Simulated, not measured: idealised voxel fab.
The name of this process module is voxel plated lines.
For reference, the cross-section in this document is cut, with width 240 nm and square cells of 5 nm.
For the purposes of this document, a cross-section shall be understood as a grid of square cells, specified as bands listed in top-to-bottom order, each band consisting of one or more rows of cells.
What a band's entry tells you: where the top is and where the bottom is, as heights in nm, and after that what lies inside, material by material from left to right, each with its width in nm. Empty space is written as the word "empty", and a single material marked with the word "full width" occupies the band from edge to edge.
Note: height 0 marks the level under which the wafer is uniformly one material as received. Lowest band unbounded below, written "0 and below".
The notation "30 to 40" denotes a width that varies across the rows of cells in the band, beginning at the first number in the top row, finishing at the second number in the bottom row, and changing by an identical amount from each row to the next.
A step reported as "remains unaltered" is a step in which no cell of the cross-section changed.
Voids not open to the top, 8 cells minimum: see "Trapped cavities". Written width x height at distance; distance is from the left edge; nm.
Post-settings text on a step line: simulator's own remark regarding the step.
Regarding "overlay nm": on a step with a mask, it is the distance the mask lay to the right of its planned place; a negative value places it to the left.
**So here's the lineup of process steps we planned**
- 1: RECEIVE (material Si)
- 2: CONFORMAL_DEP (material Al2O3; thk nm 5)
- 3: DIRECTIONAL_DEP (material TiN; thk nm 5)
- 4: PATTERN (tone open; mask id LINES; material resist; width nm 20; pitch nm 50; thk nm 40; overlay nm 0)
- 5: EPI (material Ru; thk nm 10)
- 6: EPI (material Ru; thk nm 10)
- 7: EPI (material Ru; thk nm 5)
- 8: STRIP (etch materials resist)
- 9: DIRECTIONAL_ETCH (etch materials TiN; depth nm 5)
- 10: CONFORMAL_DEP (material SiO2; thk nm 10)
**Wafer as received: cross-section following step 1**
* 0 and below  Si full width
* Trapped cavities: none
**Starting wafer: above. Plan: above. Run: one mistake. Cross-section after the module: below**
* 45 down to 35  empty 20, then SiO2 40, then empty 10, then SiO2 40, then empty 10, then SiO2 40, then empty 10, then SiO2 40, then empty 30
* 35 down to 15  empty 20, then SiO2 10, then Ru 20, then SiO2 10, then empty 10, then SiO2 10, then Ru 20, then SiO2 10, then empty 10, then SiO2 10, then Ru 20, then SiO2 10, then empty 10, then SiO2 10, then Ru 20, then SiO2 10, then empty 30
* 15 down to 10  SiO2 30, then Ru 20, then SiO2 30, then Ru 20, then SiO2 30, then Ru 20, then SiO2 30, then Ru 20, then SiO2 40
* 10 down to 5  SiO2 30, then TiN 20, then SiO2 30, then TiN 20, then SiO2 30, then TiN 20, then SiO2 30, then TiN 20, then SiO2 40
* 5 down to 0  Al2O3 full width
* 0 and below  Si full width
* Trapped cavities: none
What was the processing mistake? step 4 ran with different settings than intended, the actual operation and settings being PATTERN (tone open; mask id LINES; material resist; width nm 20; pitch nm 50; thk nm 40; overlay nm -5)
